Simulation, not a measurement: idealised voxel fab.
process module | voxel released beams
cross-section cut | 255 nm wide | cells 5 nm
A cross-section is a grid of square cells, given in bands from the top down. A band is one or more rows of cells.
Each band's line starts with the height of the band's top and of its bottom, in nm. Then come its materials from left to right, each with its width in nm. One material with "throughout" fills the band from edge to edge. "air" is empty space.
Height 0 is the level under which the wafer as received is all one material. The lowest band goes on downwards, as in "0 down".
A width such as "30 to 40" changes by the same amount from each row of cells to the next, from the band's top row to its bottom row.
"no change" after a step means that no cell of the cross-section changed.
closed voids: empty space of 8 cells or more with no open way to the top, each as width x height at its distance from the left edge, in nm
after a step's settings: what the simulator itself notes on the step
overlay nm, on a step with a mask: how far to the right of its planned place the mask lay; to the left if negative
plan
1 op RECEIVE | material Si
2 op CONFORMAL_DEP | material Al2O3 | thk nm 10
3 op DIRECTIONAL_DEP | material SiO2 | thk nm 10
4 op DIRECTIONAL_DEP | material aC | thk nm 15
5 op PATTERN | tone open | mask id ANCHOR | material resist | width nm 30 | thk nm 35 | overlay nm 0
6 op DIRECTIONAL_ETCH | etch materials aC | depth nm 15
7 op STRIP | etch materials resist
8 op DIRECTIONAL_ETCH | etch materials SiO2 | depth nm 10
9 op STRIP | etch materials aC
10 op CONFORMAL_DEP | material SiN | thk nm 10
11 op MASKED_ETCH | tone cover | mask id BEAM | width nm 100 | etch materials SiN | depth nm 10 | overlay nm 0
12 op STRIP | etch materials SiO2
first wafer, as planned
as received, after step 1
  0 down: Si throughout
  closed voids: none
after step 2
  10 to 0: Al2O3 throughout
  below 0: unchanged
after step 3
  20 to 10: SiO2 throughout
  below 10: unchanged
after step 4
  35 to 20: aC throughout
  below 20: unchanged
after step 5
  70 to 35: resist 80 | air 30 | resist 145
  below 35: unchanged
after step 6
  55 to 35: resist 80 | air 30 | resist 145
  35 to 20: aC 80 | air 30 | aC 145
  below 20: unchanged
after step 7
  35 to 20: aC 80 | air 30 | aC 145
  below 20: unchanged
after step 8
  35 to 20: aC 80 | air 30 | aC 145
  20 to 10: SiO2 80 | air 30 | SiO2 145
  below 10: unchanged
after step 9
  20 to 10: SiO2 80 | air 30 | SiO2 145
  below 10: unchanged
after step 10
  30 to 20: SiN 90 | air 10 | SiN 155
  20 to 10: SiO2 80 | SiN 30 | SiO2 145
  below 10: unchanged
after step 11
  30 to 20: air 75 | SiN 15 | air 10 | SiN 75 | air 80
  below 20: unchanged
after step 12
  30 to 20: air 75 | SiN 15 | air 10 | SiN 75 | air 80
  20 to 10: air 80 | SiN 30 | air 145
  below 10: unchanged
second wafer: like start, like plan, one mistake. Through step 6 it matches the first wafer
when step 7 should have ended
  35 to 20: aC 80 | air 30 | aC 145
  below 20: unchanged
when step 8 should have ended
  35 to 20: aC 80 | air 30 | aC 145
  20 to 10: SiO2 80 | air 30 | SiO2 145
  below 10: unchanged
when step 9 should have ended
  20 to 10: SiO2 80 | air 30 | SiO2 145
  below 10: unchanged
when step 10 should have ended
  30 to 20: SiN 90 | air 10 | SiN 155
  20 to 10: SiO2 80 | SiN 30 | SiO2 145
  below 10: unchanged
when step 11 should have ended
  30 to 20: air 75 | SiN 15 | air 10 | SiN 75 | air 80
  below 20: unchanged
when step 12 should have ended
  30 to 20: air 75 | SiN 15 | air 10 | SiN 75 | air 80
  20 to 10: air 80 | SiN 30 | air 145
  below 10: unchanged
what went wrong: step 7 was run twice
at the end the two cross-sections are the same: no effect in what this model computes
